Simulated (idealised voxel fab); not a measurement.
This is a process module. Its name is voxel capacitor over wiring.
Section cut is 245 nm wide and gridded with 5 nm square cells.
For the purposes of this document, a cross-section shall be understood as a grid of square cells, specified as bands listed in top-to-bottom order, each band consisting of one or more rows of cells.
A band entry consists of two parts. The first gives the height of the band's top and the height of its bottom, in nm. The rest lists the band's materials from left to right, each with its width in nm. A single material labelled with the word "all across" fills the band from edge to edge, and the word "empty" marks empty space.
The level at which height equals 0 is the one under which the wafer, as it arrives, is entirely one material. No lower edge exists for the bottom band, which continues downward and is notated as in "0..down".
So if you see something like "30 to 40" for the width, read it as the top row of the band sitting at the first number and the bottom row at the second, with every row in between moving by the same amount as the last.
Where a step carries "all unchanged", the cross-section came out of it unchanged, cell for cell.
"Closed void register" specifies each empty space that is not open to the top and that occupies no fewer than 8 cells, using the form width x height at distance, the distance measured from the left edge and all three quantities in nm.
Past the settings on a step's line: simulator remark, on that step.
"overlay nm" on a masked step: distance the mask lay right of its planned place, negative for left.

**Planned process steps**
1,RECEIVE | material Si
2,CONFORMAL_DEP | material SiO2 | thk nm 15
3,DIRECTIONAL_DEP | material TiN | thk nm 5
4,DIRECTIONAL_DEP | material Ru | thk nm 15
5,DIRECTIONAL_DEP | material aC | thk nm 10
6,PATTERN | tone cover | mask id METAL_1 | material resist | width nm 25 | pitch nm 85 | thk nm 30 | overlay nm 0
7,DIRECTIONAL_ETCH | etch materials aC | depth nm 10
8,STRIP | etch materials resist
9,DIRECTIONAL_ETCH | etch materials Ru | depth nm 15
10,DIRECTIONAL_ETCH | etch materials TiN | depth nm 5
11,STRIP | etch materials aC
12,FILL_DEP | material SiO2 | thk nm 5
13,CMP | height nm 35
14,CONFORMAL_DEP | material SiCN | thk nm 5
15,DIRECTIONAL_DEP | material SiO2 | thk nm 20
16,PATTERN | tone open | mask id PLUG_1 | material resist | width nm 15 | thk nm 20 | overlay nm 0
17,DIRECTIONAL_ETCH | etch materials SiO2 | depth nm 20
18,DIRECTIONAL_ETCH | etch materials SiCN | depth nm 5
19,STRIP | etch materials resist
20,CONFORMAL_DEP | material TiN | thk nm 5
21,FILL_DEP | material Ru | thk nm 5
22,CMP | height nm 60
23,DIRECTIONAL_DEP | material TiN | thk nm 5
24,DIRECTIONAL_DEP | material SiN | thk nm 5
25,DIRECTIONAL_DEP | material TiN | thk nm 5
26,PATTERN | tone cover | mask id UPPER_PLATE | material resist | width nm 65 | thk nm 15 | overlay nm 0
27,DIRECTIONAL_ETCH | etch materials TiN | depth nm 5
28,DIRECTIONAL_ETCH | etch materials SiN | depth nm 5
29,STRIP | etch materials resist
30,MASKED_ETCH | tone cover | mask id LOWER_PLATE | width nm 75 | etch materials TiN | depth nm 5 | overlay nm 0
31,FILL_DEP | material SiO2 | thk nm 20
32,CMP | height nm 90
33,MASKED_ETCH | tone open | mask id PLUG_2 | width nm 15 | etch materials SiO2 | depth nm 15 | overlay nm 0
34,CONFORMAL_DEP | material TiN | thk nm 5
35,FILL_DEP | material Cu | thk nm 5
36,CMP | height nm 90
37,CONFORMAL_DEP | material SiN | thk nm 5

**Received-state cross-section, reflecting completion of step 1**
	0..down  Si all across
	Closed void register: none

**Here's the cross-section of the first of our two wafers at the end of the module - it ran as planned**
	95..90  SiN all across
	90..80  SiO2 85 nm  TiN 5 nm  Cu 5 nm  TiN 5 nm  SiO2 145 nm
	80..70  SiO2 85 to 75 nm  TiN 15 to 65 nm  SiO2 145 to 105 nm
	70..65  SiO2 75 nm  SiN 65 nm  SiO2 105 nm
	65..60  SiO2 70 nm  TiN 75 nm  SiO2 100 nm
	60..40  SiO2 75 nm  TiN 5 nm  Ru 5 nm  TiN 5 nm  SiO2 155 nm
	40..35  SiCN 75 nm  TiN 15 nm  SiCN 155 nm
	35..20  SiO2 65 nm  Ru 25 nm  SiO2 60 nm  Ru 25 nm  SiO2 70 nm
	20..15  SiO2 65 nm  TiN 25 nm  SiO2 60 nm  TiN 25 nm  SiO2 70 nm
	15..0  SiO2 all across
	0..down  Si all across
	Closed void register: none

**Module end: cross-section of wafer two of two. Same start and process plan as the first wafer. One mistake during execution**
	95..90  SiN all across
	90..80  SiO2 85 nm  TiN 5 nm  Cu 5 nm  TiN 5 nm  SiO2 145 nm
	80..70  SiO2 85 to 70 nm  TiN 15 to 60 nm  SiO2 145 to 115 nm
	70..65  SiO2 65 nm  SiN 65 nm  SiO2 115 nm
	65..60  SiO2 65 nm  TiN 80 nm  SiO2 100 nm
	60..40  SiO2 75 nm  TiN 5 nm  Ru 5 nm  TiN 5 nm  SiO2 155 nm
	40..35  SiCN 75 nm  TiN 15 nm  SiCN 155 nm
	35..20  SiO2 65 nm  Ru 25 nm  SiO2 60 nm  Ru 25 nm  SiO2 70 nm
	20..15  SiO2 65 nm  TiN 25 nm  SiO2 60 nm  TiN 25 nm  SiO2 70 nm
	15..0  SiO2 all across
	0..down  Si all across
	Closed void register: none
Heads up, the wafer didn't run the way we planned it: step 26 did not use the planned setting and instead ran as PATTERN | tone cover | mask id UPPER_PLATE | material resist | width nm 65 | thk nm 15 | overlay nm -10
Both wafers, final: cells per material equal; arrangement not.
